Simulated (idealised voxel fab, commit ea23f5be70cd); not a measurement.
Herein follows the process module entitled voxel self aligned vias.
Shown is cross-section cut, with a width of 180 nm and square cells of size 5 nm.
If you're reading a cross-section in this doc, picture square cells in a grid; it comes to you as bands, top ones listed first down to the bottom, and a band can be one or more rows of cells.
Band: top and bottom heights (nm) first, top before bottom; then materials from left to right, widths in nm. "full width" marks a sole material filling the band edge to edge. "blank" denotes empty space.
It should be noted that heights are counted from 0, beneath which the wafer as supplied is of one material throughout, and that the lowest band possesses no lower boundary but continues downward, as written in "top 0, no bottom".
Think of "30 to 40" as a width that walks from the first number to the second as you go down the band, top row to bottom row, taking equal-sized steps from row to row.
When a step is marked "remains unaltered", none of the cells in the cross-section changed during that step.
Any empty space of 8 cells or more lacking an open way to the top shows up in "Catalogued sealed voids" as width x height at distance, distance from the left edge, in nm.
Formally, on a step line, whatever follows the settings is a remark that the simulator itself makes on the step.
overlay nm, on a step with a mask: how far to the right of its planned place the mask lay; to the left if negative
## Intended process steps
step 1: RECEIVE (material Si)
step 2: CONFORMAL_DEP (material SiO2; thk nm 15)
step 3: CONFORMAL_DEP (material SiCN; thk nm 5)
step 4: DIRECTIONAL_DEP (material SiO2; thk nm 25)
step 5: PATTERN (tone open; mask id LINES; material resist; width nm 20; pitch nm 70; thk nm 20; overlay nm 0)
step 6: DIRECTIONAL_ETCH (etch materials SiO2; depth nm 25)
step 7: STRIP (etch materials resist)
step 8: CONFORMAL_DEP (material TiN; thk nm 5)
step 9: FILL_DEP (material Ru; thk nm 5)
step 10: CMP (height nm 45)
step 11: SELECTIVE_ETCH (etch materials W Ru TiN; depth nm 5)
step 12: FILL_DEP (material SiN; thk nm 5)
step 13: CMP (height nm 45)
step 14: DIRECTIONAL_DEP (material SiO2; thk nm 15)
step 15: PATTERN (tone open; mask id VIAS; material resist; width nm 40; pitch nm 70; thk nm 20; overlay nm 0)
step 16: DIRECTIONAL_ETCH (etch materials SiO2; depth nm 15)
step 17: DIRECTIONAL_ETCH (etch materials SiN; depth nm 5)
step 18: STRIP (etch materials resist)
step 19: CONFORMAL_DEP (material TiN; thk nm 5)
step 20: FILL_DEP (material Cu; thk nm 10)
step 21: CMP (height nm 60)
step 22: CONFORMAL_DEP (material SiN; thk nm 5)
## as received, after step 1
> top 0, no bottom = Si full width
> Catalogued sealed voids: none
## Wafer cross-section at end of module: start and plan as shown above, one execution error
> top 60, bottom 55 = SiN full width
> top 55, bottom 45 = 35 SiO2, then 5 to 15 TiN, then 30 to 10 Cu, then 5 to 15 TiN, then 30 SiO2, then 5 to 15 TiN, then 30 to 10 Cu, then 5 to 15 TiN, then 35 SiO2
> top 45, bottom 40 = 45 SiO2, then 20 TiN, then 50 SiO2, then 20 TiN, then 45 SiO2
> top 40, bottom 25 = 45 SiO2, then 5 TiN, then 10 Ru, then 5 TiN, then 50 SiO2, then 5 TiN, then 10 Ru, then 5 TiN, then 45 SiO2
> top 25, bottom 20 = 45 SiO2, then 20 TiN, then 50 SiO2, then 20 TiN, then 45 SiO2
> top 20, bottom 15 = SiCN full width
> top 15, bottom 0 = SiO2 full width
> top 0, no bottom = Si full width
> Catalogued sealed voids: none
What went wrong in running the wafer? step 21 ran with different settings than intended, the actual operation and settings being CMP (height nm 55)
